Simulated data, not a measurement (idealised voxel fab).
process module | voxel gate over fins
cross-section cut | 230 nm wide | cells 5 nm
A cross-section is a grid of square cells, given in bands from the top down. A band is one or more rows of cells.
Each band's line starts with the height of the band's top and of its bottom, in nm. Then come its materials from left to right, each with its width in nm. One material with "throughout" fills the band from edge to edge. "air" is empty space.
Height 0 is the level under which the wafer as received is all one material. The lowest band goes on downwards, as in "0 down".
A width such as "30 to 40" changes by the same amount from each row of cells to the next, from the band's top row to its bottom row.
"no change" after a step means that no cell of the cross-section changed.
closed voids: empty space of 8 cells or more with no open way to the top, each as width x height at its distance from the left edge, in nm
after a step's settings: what the simulator itself notes on the step
overlay nm, on a step with a mask: how far to the right of its planned place the mask lay; to the left if negative
plan
1 op RECEIVE | material Si
2 op CONFORMAL_DEP | material SiN | thk nm 5
3 op MASKED_ETCH | tone cover | mask id FINS | width nm 15 | pitch nm 35 | etch materials SiN | depth nm 5 | overlay nm 0
4 op MASKED_ETCH | tone cover | mask id FINS | width nm 15 | pitch nm 35 | etch materials Si | depth nm 40 | overlay nm 0
5 op OXIDIZE | depth nm 5
6 op FILL_DEP | material SiO2 | thk nm 10
7 op CMP | height nm 5
8 op SELECTIVE_ETCH | etch materials SiO2 | depth nm 20
9 op STRIP | etch materials SiN
10 op CONFORMAL_DEP | material HfO2 | thk nm 5
11 op CONFORMAL_DEP | material TiN | thk nm 5
12 op FILL_DEP | material W | thk nm 15
13 op CMP | height nm 20
14 op CONFORMAL_DEP | material SiCN | thk nm 5
first wafer, as planned
as received, after step 1
  0 down: Si throughout
  closed voids: none
after step 2
  5 to 0: SiN throughout
  below 0: unchanged
after step 3
  5 to 0: air 70 | SiN 15 | air 20 | SiN 15 | air 20 | SiN 15 | air 75
  below 0: unchanged
after step 4
  5 to 0: air 70 | SiN 15 | air 20 | SiN 15 | air 20 | SiN 15 | air 75
  0 to -40: air 70 | Si 15 | air 20 | Si 15 | air 20 | Si 15 | air 75
  below -40: unchanged
after step 5
  5 to 0: air 70 | SiN 15 | air 20 | SiN 15 | air 20 | SiN 15 | air 75
  0 to -40: air 70 | SiO2 5 | Si 5 | SiO2 5 | air 20 | SiO2 5 | Si 5 | SiO2 5 | air 20 | SiO2 5 | Si 5 | SiO2 5 | air 75
  -40 to -45: SiO2 75 | Si 5 | SiO2 30 | Si 5 | SiO2 30 | Si 5 | SiO2 80
  below -45: unchanged
after step 6
  15 to 5: SiO2 throughout
  5 to 0: SiO2 70 | SiN 15 | SiO2 20 | SiN 15 | SiO2 20 | SiN 15 | SiO2 75
  0 to -45: SiO2 75 | Si 5 | SiO2 30 | Si 5 | SiO2 30 | Si 5 | SiO2 80
  below -45: unchanged
after step 7
  5 to 0: SiO2 70 | SiN 15 | SiO2 20 | SiN 15 | SiO2 20 | SiN 15 | SiO2 75
  below 0: unchanged
after step 8
  5 to 0: air 70 | SiN 15 | air 20 | SiN 15 | air 20 | SiN 15 | air 75
  0 to -15: air 75 | Si 5 | air 30 | Si 5 | air 30 | Si 5 | air 80
  below -15: unchanged
after step 9
  0 to -15: air 75 | Si 5 | air 30 | Si 5 | air 30 | Si 5 | air 80
  below -15: unchanged
after step 10
  5 to 0: air 70 | HfO2 15 | air 20 | HfO2 15 | air 20 | HfO2 15 | air 75
  0 to -10: air 70 | HfO2 5 | Si 5 | HfO2 5 | air 20 | HfO2 5 | Si 5 | HfO2 5 | air 20 | HfO2 5 | Si 5 | HfO2 5 | air 75
  -10 to -15: HfO2 75 | Si 5 | HfO2 30 | Si 5 | HfO2 30 | Si 5 | HfO2 80
  below -15: unchanged
after step 11
  10 to 5: air 65 | TiN 25 | air 10 | TiN 25 | air 10 | TiN 25 | air 70
  5 to 0: air 65 | TiN 5 | HfO2 15 | TiN 5 | air 10 | TiN 5 | HfO2 15 | TiN 5 | air 10 | TiN 5 | HfO2 15 | TiN 5 | air 70
  0 to -5: air 65 | TiN 5 | HfO2 5 | Si 5 | HfO2 5 | TiN 5 | air 10 | TiN 5 | HfO2 5 | Si 5 | HfO2 5 | TiN 5 | air 10 | TiN 5 | HfO2 5 | Si 5 | HfO2 5 | TiN 5 | air 70
  -5 to -10: TiN 70 | HfO2 5 | Si 5 | HfO2 5 | TiN 20 | HfO2 5 | Si 5 | HfO2 5 | TiN 20 | HfO2 5 | Si 5 | HfO2 5 | TiN 75
  below -10: unchanged
after step 12
  25 to 10: W throughout
  10 to 5: W 65 | TiN 25 | W 10 | TiN 25 | W 10 | TiN 25 | W 70
  5 to 0: W 65 | TiN 5 | HfO2 15 | TiN 5 | W 10 | TiN 5 | HfO2 15 | TiN 5 | W 10 | TiN 5 | HfO2 15 | TiN 5 | W 70
  0 to -5: W 65 | TiN 5 | HfO2 5 | Si 5 | HfO2 5 | TiN 5 | W 10 | TiN 5 | HfO2 5 | Si 5 | HfO2 5 | TiN 5 | W 10 | TiN 5 | HfO2 5 | Si 5 | HfO2 5 | TiN 5 | W 70
  below -5: unchanged
after step 13
  20 to 10: W throughout
  below 10: unchanged
after step 14
  25 to 20: SiCN throughout
  below 20: unchanged
second wafer: like start, like plan, one mistake. Through step 2 it matches the first wafer
when step 3 should have ended
  5 to 0: air 70 | SiN 20 | air 15 | SiN 20 | air 15 | SiN 20 | air 70
  below 0: unchanged
when step 4 should have ended
  5 to 0: air 70 | SiN 20 | air 15 | SiN 20 | air 15 | SiN 20 | air 70
  0 to -40: air 70 | Si 20 | air 15 | Si 20 | air 15 | Si 20 | air 70
  below -40: unchanged
when step 5 should have ended
  5 to 0: air 70 | SiN 20 | air 15 | SiN 20 | air 15 | SiN 20 | air 70
  0 to -40: air 70 | SiO2 5 | Si 10 | SiO2 5 | air 15 | SiO2 5 | Si 10 | SiO2 5 | air 15 | SiO2 5 | Si 10 | SiO2 5 | air 70
  -40 to -45: SiO2 75 | Si 10 | SiO2 25 | Si 10 | SiO2 25 | Si 10 | SiO2 75
  below -45: unchanged
when step 6 should have ended
  15 to 5: SiO2 throughout
  5 to 0: SiO2 70 | SiN 20 | SiO2 15 | SiN 20 | SiO2 15 | SiN 20 | SiO2 70
  0 to -45: SiO2 75 | Si 10 | SiO2 25 | Si 10 | SiO2 25 | Si 10 | SiO2 75
  below -45: unchanged
when step 7 should have ended
  5 to 0: SiO2 70 | SiN 20 | SiO2 15 | SiN 20 | SiO2 15 | SiN 20 | SiO2 70
  below 0: unchanged
when step 8 should have ended
  5 to 0: air 70 | SiN 20 | air 15 | SiN 20 | air 15 | SiN 20 | air 70
  0 to -15: air 75 | Si 10 | air 25 | Si 10 | air 25 | Si 10 | air 75
  below -15: unchanged
when step 9 should have ended
  0 to -15: air 75 | Si 10 | air 25 | Si 10 | air 25 | Si 10 | air 75
  below -15: unchanged
when step 10 should have ended
  5 to 0: air 70 | HfO2 20 | air 15 | HfO2 20 | air 15 | HfO2 20 | air 70
  0 to -10: air 70 | HfO2 5 | Si 10 | HfO2 5 | air 15 | HfO2 5 | Si 10 | HfO2 5 | air 15 | HfO2 5 | Si 10 | HfO2 5 | air 70
  -10 to -15: HfO2 75 | Si 10 | HfO2 25 | Si 10 | HfO2 25 | Si 10 | HfO2 75
  below -15: unchanged
when step 11 should have ended
  10 to 5: air 65 | TiN 30 | air 5 | TiN 30 | air 5 | TiN 30 | air 65
  5 to 0: air 65 | TiN 5 | HfO2 20 | TiN 5 | air 5 | TiN 5 | HfO2 20 | TiN 5 | air 5 | TiN 5 | HfO2 20 | TiN 5 | air 65
  0 to -5: air 65 | TiN 5 | HfO2 5 | Si 10 | HfO2 5 | TiN 5 | air 5 | TiN 5 | HfO2 5 | Si 10 | HfO2 5 | TiN 5 | air 5 | TiN 5 | HfO2 5 | Si 10 | HfO2 5 | TiN 5 | air 65
  -5 to -10: TiN 70 | HfO2 5 | Si 10 | HfO2 5 | TiN 15 | HfO2 5 | Si 10 | HfO2 5 | TiN 15 | HfO2 5 | Si 10 | HfO2 5 | TiN 70
  below -10: unchanged
when step 12 should have ended
  25 to 10: W throughout
  10 to 5: W 65 | TiN 30 | W 5 | TiN 30 | W 5 | TiN 30 | W 65
  5 to 0: W 65 | TiN 5 | HfO2 20 | TiN 5 | W 5 | TiN 5 | HfO2 20 | TiN 5 | W 5 | TiN 5 | HfO2 20 | TiN 5 | W 65
  0 to -5: W 65 | TiN 5 | HfO2 5 | Si 10 | HfO2 5 | TiN 5 | W 5 | TiN 5 | HfO2 5 | Si 10 | HfO2 5 | TiN 5 | W 5 | TiN 5 | HfO2 5 | Si 10 | HfO2 5 | TiN 5 | W 65
  below -5: unchanged
when step 13 should have ended
  20 to 10: W throughout
  below 10: unchanged
when step 14 should have ended
  25 to 20: SiCN throughout
  below 20: unchanged
what went wrong: step 3 ran as: op MASKED_ETCH | tone cover | mask id FINS | width nm 20 | pitch nm 35 | etch materials SiN | depth nm 5 | overlay nm 0
at the end the second wafer has, in cells: 27 more of Si | 18 fewer of SiO2 | 9 fewer of W
